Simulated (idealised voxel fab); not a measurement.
Presented below is a process module, voxel quadruple lines.
Xsec cut, 260 nm wide, square cell size 5 nm.
In what follows, cross-sections appear as grids of square cells, described through bands that run from the top down, where every band is one or more rows of cells.
For a band, the entry starts with two heights in nm, that of the top and then that of the bottom, and carries on with the band's materials in order from left to right, each alongside its width in nm; the word "edge to edge" beside a single material means it fills the band edge to edge, and "air" means empty space.
Heights are measured from 0, the level below which the as-received wafer is all one material; the lowest band has no bottom and continues downward, written as in "0..down".
A width such as "30..40" changes by the same amount from each row of cells to the next, from the band's top row to its bottom row.
"changes: none" for a step: no cell of the cross-section changed in that step.
Closed empty spaces (no open way to the top) of 8 cells or more are what "Completely sealed voids" lists, each as width x height at distance from the left edge, nm for all three.
Read whatever lies past the settings on a step's line as the simulator's own remark about the step.
Steps that use a mask can have "overlay nm" on their line. It says how far the mask sat to the right of where it was meant to be. Negative means to the left.

Steps in the process plan:
1,RECEIVE | material Si
2,CONFORMAL_DEP | material Al2O3 | thk nm 5
3,DIRECTIONAL_DEP | material W | thk nm 15
4,DIRECTIONAL_DEP | material polySi | thk nm 20
5,DIRECTIONAL_DEP | material aC | thk nm 20
6,PATTERN | tone cover | mask id MANDREL | material resist | width nm 20 | thk nm 30 | overlay nm 0
7,DIRECTIONAL_ETCH | etch materials aC | depth nm 20
8,STRIP | etch materials resist
9,CONFORMAL_DEP | material SiO2 | thk nm 10
10,DIRECTIONAL_ETCH | etch materials SiO2 | depth nm 10
11,STRIP | etch materials aC
12,DIRECTIONAL_ETCH | etch materials polySi | depth nm 20
13,STRIP | etch materials SiO2
14,CONFORMAL_DEP | material SiCN | thk nm 5
15,DIRECTIONAL_ETCH | etch materials SiCN | depth nm 5
16,STRIP | etch materials polySi
17,DIRECTIONAL_ETCH | etch materials W | depth nm 15
18,STRIP | etch materials SiCN

Incoming wafer, cross-sectional view, post step 1:
> 0..down  Si edge to edge
> Completely sealed voids: none

Post-module cross-section of the first of two wafers (run per plan):
> 20..5  105 of air; 5 of W; 10 of air; 5 of W; 10 of air; 5 of W; 10 of air; 5 of W; 105 of air
> 5..0  Al2O3 edge to edge
> 0..down  Si edge to edge
> Completely sealed voids: none

Wafer two (of two), end-of-module cross-section: start = wafer one, plan = wafer one, one run mistake:
> 20..5  100 of air; 5 of W; 10 of air; 5 of W; 10 of air; 5 of W; 10 of air; 5 of W; 110 of air
> 5..0  Al2O3 edge to edge
> 0..down  Si edge to edge
> Completely sealed voids: none
What was done differently from what was planned? step 6 was processed under conditions differing from the plan, specifically as PATTERN | tone cover | mask id MANDREL | material resist | width nm 20 | thk nm 30 | overlay nm -5
By the end, you'd get the same cell count for each material on either wafer, but the second wafer puts them somewhere else.
